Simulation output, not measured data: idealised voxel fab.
Title: Process Module voxel capacitor over wiring
The width of the displayed cross-section, cut, is 235 nm; its cells are square, with a size of 5 nm.
Cross-section spec: square-cell grid; bands listed top down; each band is one or more rows.
Within each band entry, the heights of the top and of the bottom of the band appear first, in that order and in nm; the materials of the band then follow from left to right, each with its corresponding width in nm. The designation "all across" on a single material indicates that it fills the band from edge to edge; the designation "empty" indicates empty space.
Heights are measured from 0, the level below which the as-received wafer is all one material; the lowest band has no bottom and continues downward, written as in "0 -> down".
A width such as "30 to 40" changes by the same amount from each row of cells to the next, from the band's top row to its bottom row.
"left unchanged" -> step changed no cross-section cell.
If an empty space has no open way to the top and is at least 8 cells in size, "Fully sealed voids" lists it, written width x height at distance, where distance is measured from the left edge and every value is in nm.
Post-settings text on a step line: simulator's own remark regarding the step.
A step line may carry the setting "overlay nm", which, for steps involving a mask, states the distance by which the mask lay to the right of its intended position; negative values denote displacement to the left.
The planned process steps are enumerated hereunder
1: op RECEIVE | material Si
2: op CONFORMAL_DEP | material SiO2 | thk nm 10
3: op CONFORMAL_DEP | material SiCN | thk nm 5
4: op DIRECTIONAL_DEP | material lowk | thk nm 15
5: op MASKED_ETCH | tone open | mask id METAL_1 | width nm 25 | pitch nm 90 | etch materials lowk | depth nm 15 | overlay nm 0
6: op MASKED_ETCH | tone open | mask id METAL_1 | width nm 25 | pitch nm 90 | etch materials SiCN | depth nm 5 | overlay nm 0
7: op CONFORMAL_DEP | material TiN | thk nm 5
8: op FILL_DEP | material Ru | thk nm 5
9: op CMP | height nm 30
10: op CONFORMAL_DEP | material SiCN | thk nm 5
11: op DIRECTIONAL_DEP | material SiO2 | thk nm 10
12: op DIRECTIONAL_DEP | material aC | thk nm 10
13: op PATTERN | tone open | mask id PLUG_1 | material resist | width nm 15 | thk nm 25 | overlay nm 0
14: op DIRECTIONAL_ETCH | etch materials aC | depth nm 10
15: op STRIP | etch materials resist
16: op DIRECTIONAL_ETCH | etch materials SiO2 | depth nm 10
17: op DIRECTIONAL_ETCH | etch materials SiCN | depth nm 5
18: op STRIP | etch materials aC
19: op EPI | material Ru | thk nm 10
20: op EPI | material Ru | thk nm 5
21: op DIRECTIONAL_DEP | material TiN | thk nm 10
22: op DIRECTIONAL_DEP | material Al2O3 | thk nm 5
23: op DIRECTIONAL_DEP | material TiN | thk nm 5
24: op MASKED_ETCH | tone cover | mask id UPPER_PLATE | width nm 70 | etch materials TiN | depth nm 5 | overlay nm 0
25: op MASKED_ETCH | tone cover | mask id UPPER_PLATE | width nm 70 | etch materials Al2O3 | depth nm 5 | overlay nm 0
26: op MASKED_ETCH | tone cover | mask id LOWER_PLATE | width nm 80 | etch materials TiN | depth nm 10 | overlay nm 0
27: op FILL_DEP | material SiO2 | thk nm 20
28: op CMP | height nm 80
29: op MASKED_ETCH | tone open | mask id PLUG_2 | width nm 15 | etch materials SiO2 | depth nm 15 | overlay nm 0
30: op CONFORMAL_DEP | material TiN | thk nm 5
31: op FILL_DEP | material W | thk nm 10
32: op CMP | height nm 80
33: op CONFORMAL_DEP | material SiN | thk nm 5
This is the cross-section of the wafer as we received it, i.e. after step 1
0 -> down = Si all across
Fully sealed voids: none
Starting structure and process plan are as shown above, but one mistake was made in running the module; the wafer cross-section at the end of the module follows
85 -> 80 = SiN all across
80 -> 70 = 80 of SiO2, 5 of TiN, 5 of W, 5 of TiN, 140 of SiO2
70 -> 65 = 80 of SiO2, 15 of TiN, 140 of SiO2
65 -> 60 = 65 of SiO2, 5 of TiN, 70 of SiO2, 5 of TiN, 90 of SiO2
60 -> 55 = Al2O3 all across
55 -> 45 = TiN all across
45 -> 35 = 70 of SiO2, 15 of Ru, 150 of SiO2
35 -> 30 = 70 of SiCN, 15 of Ru, 150 of SiCN
30 -> 15 = 60 of lowk, 5 of TiN, 15 of Ru, 5 of TiN, 65 of lowk, 5 of TiN, 15 of Ru, 5 of TiN, 60 of lowk
15 -> 10 = 60 of SiCN, 25 of TiN, 65 of SiCN, 25 of TiN, 60 of SiCN
10 -> 0 = SiO2 all across
0 -> down = Si all across
Fully sealed voids: none
Which mistake was made when the wafer was run? it should be noted that step 24 was executed with settings other than those planned, the operation and settings actually applied being op MASKED_ETCH | tone open | mask id UPPER_PLATE | width nm 70 | etch materials TiN | depth nm 5 | overlay nm 0
